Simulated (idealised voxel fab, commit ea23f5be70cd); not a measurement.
Title: Process Module voxel ribs on slabs
The figure presents cross-section cut, which has a width of 285 nm and is divided into square cells with an edge length of 5 nm.
A cross-section is a grid of square cells, given in bands from the top down. A band is one or more rows of cells.
Look at the band entry: it leads with the top's height and the bottom's height in nm. Then it lists the materials left to right, with a width in nm for each. The word "edge to edge" on a single material says that material fills the band edge to edge. The word "empty" is empty space.
It should be noted that heights are counted from 0, beneath which the wafer as supplied is of one material throughout, and that the lowest band possesses no lower boundary but continues downward, as written in "top 0, no bottom".
When a width is written as two numbers, as in "30->40", the first number is the width in the top row of cells of the band and the second is the width in its bottom row, and the width changes by the same amount from each row to the next.
"no alteration" means the step left every cell of the cross-section as it was.
Closed internal voids: empty space of 8 cells or more with no open way to the top, each as width x height at its distance from the left edge, in nm
Formally, on a step line, whatever follows the settings is a remark that the simulator itself makes on the step.
overlay nm: on a step with a mask, how far right of its planned place the mask lay; negative means left.

### List of planned process steps
1 RECEIVE [material Si]
2 DIRECTIONAL_DEP [material SiO2] [thk nm 30]
3 DIRECTIONAL_DEP [material SiN] [thk nm 15]
4 PATTERN [tone cover] [mask id RIB] [material resist] [width nm 25] [thk nm 20] [overlay nm 0]
5 DIRECTIONAL_ETCH [etch materials SiN] [depth nm 5]
6 STRIP [etch materials resist]
7 MASKED_ETCH [tone cover] [mask id SLAB] [width nm 55] [etch materials SiN] [depth nm 10] [overlay nm 0]
8 FILL_DEP [material SiO2] [thk nm 20]
9 CMP [height nm 55]
10 DIRECTIONAL_DEP [material W] [thk nm 10]
11 MASKED_ETCH [tone cover] [mask id HEATER] [width nm 35] [etch materials W] [depth nm 10] [overlay nm 0]
12 CONFORMAL_DEP [material SiO2] [thk nm 5]

### Shown in cross-section is the wafer as received, that is, as it stands after step 1
* top 0, no bottom = Si edge to edge
* Closed internal voids: none

### Cross-section, first of two wafers, end of module, run as planned
* top 70, bottom 65 = 120 empty; 45 SiO2; 120 empty
* top 65, bottom 60 = 120 empty; 5 SiO2; 35 W; 5 SiO2; 120 empty
* top 60, bottom 55 = 125 SiO2; 35 W; 125 SiO2
* top 55, bottom 45 = SiO2 edge to edge
* top 45, bottom 40 = 130 SiO2; 25 SiN; 130 SiO2
* top 40, bottom 30 = 115 SiO2; 55 SiN; 115 SiO2
* top 30, bottom 0 = SiO2 edge to edge
* top 0, no bottom = Si edge to edge
* Closed internal voids: none

### Second wafer through the module, sectioned at the end: same beginning and same plan as the first wafer, with one mistake in carrying it out
* top 70, bottom 65 = 120 empty; 45 SiO2; 120 empty
* top 65, bottom 60 = 120 empty; 5 SiO2; 35 W; 5 SiO2; 120 empty
* top 60, bottom 55 = 125 SiO2; 35 W; 125 SiO2
* top 55, bottom 45 = SiO2 edge to edge
* top 45, bottom 40 = 115 SiO2; 15 SiN; 25 SiO2; 15 SiN; 115 SiO2
* top 40, bottom 35 = 115 SiO2; 55 SiN; 115 SiO2
* top 35, bottom 30 = SiN edge to edge
* top 30, bottom 0 = SiO2 edge to edge
* top 0, no bottom = Si edge to edge
* Closed internal voids: none
Here's what went sideways: in deviation from the planned setting, step 4 was conducted as PATTERN [tone open] [mask id RIB] [material resist] [width nm 25] [thk nm 20] [overlay nm 0]
Bottom line after processing is that, in cells, the second wafer is up or down on some materials versus the first: SiN: 47 more; SiO2: 47 fewer
